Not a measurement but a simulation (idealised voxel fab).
Process module under the name voxel air gaps
Cross-sectional view cut (width: 175 nm; square cell size: 5 nm).
Format of a cross-section: grid, square cells. Given as bands. Order: top down. Band: one or more rows of cells. Each band's line starts with the height of the band's top and of its bottom, in nm. Then come its materials from left to right, each with its width in nm. One material with "all across" fills the band from edge to edge. "empty" is empty space. We count height from 0. Below that, the starting wafer is all one material. The lowest band never ends at the bottom but goes on down; see "z 0 and below" for how that is written. So if you see something like "30..40" for the width, read it as the top row of the band sitting at the first number and the bottom row at the second, with every row in between moving by the same amount as the last. It should be understood that the words "no modifications", when stated for a given step, signify that the cross-section underwent no change in any of its cells during that step. Empty spaces counting at least 8 cells and having no open way to the top are listed in "Enclosed void list". The notation width x height at distance is used for each, the distance being from the left edge and all three values in nm. What comes after the settings on a step's line is commentary from the simulator itself on that step. overlay nm: right-of-plan distance of the mask on a masked step; negative values mean left-of-plan.

THIS SECTION LISTS THE PROCESS STEPS THAT WERE PLANNED
- 1: RECEIVE,material Si
- 2: CONFORMAL_DEP,material SiO2,thk nm 15
- 3: CONFORMAL_DEP,material SiCN,thk nm 5
- 4: DIRECTIONAL_DEP,material SiO2,thk nm 30
- 5: MASKED_ETCH,tone open,mask id LINES,width nm 20,pitch nm 45,etch materials SiO2,depth nm 30,overlay nm 0
- 6: CONFORMAL_DEP,material TiN,thk nm 5
- 7: FILL_DEP,material Cu,thk nm 10
- 8: CMP,height nm 50
- 9: EPI,material Ru,thk nm 10
- 10: SELECTIVE_ETCH,etch materials SiO2,depth nm 40
- 11: CONFORMAL_DEP,material SiCN,thk nm 5

WAFER AT RECEIPT (POST STEP 1), CROSS-SECTION
> z 0 and below: Si all across
> Enclosed void list: none

THE MODULE WAS RUN FROM THE START SHOWN ABOVE USING THE PLAN SHOWN ABOVE, BUT ONE MISTAKE WAS MADE DOING IT; THE RESULTING WAFER CROSS-SECTION IS BELOW
> z 80 to 75: SiCN all across
> z 75 to 65: Ru all across
> z 65 to 55: Cu all across
> z 55 to 50: TiN=35; Cu=10; TiN=35; Cu=10; TiN=35; Cu=10; TiN=40
> z 50 to 25: SiO2=30; TiN=5; Cu=10; TiN=5; SiO2=25; TiN=5; Cu=10; TiN=5; SiO2=25; TiN=5; Cu=10; TiN=5; SiO2=35
> z 25 to 20: SiO2=30; TiN=20; SiO2=25; TiN=20; SiO2=25; TiN=20; SiO2=35
> z 20 to 15: SiCN all across
> z 15 to 0: SiO2 all across
> z 0 and below: Si all across
> Enclosed void list: none
Nonconformance to the process plan: step 8 of the plan got skipped, so it never ran
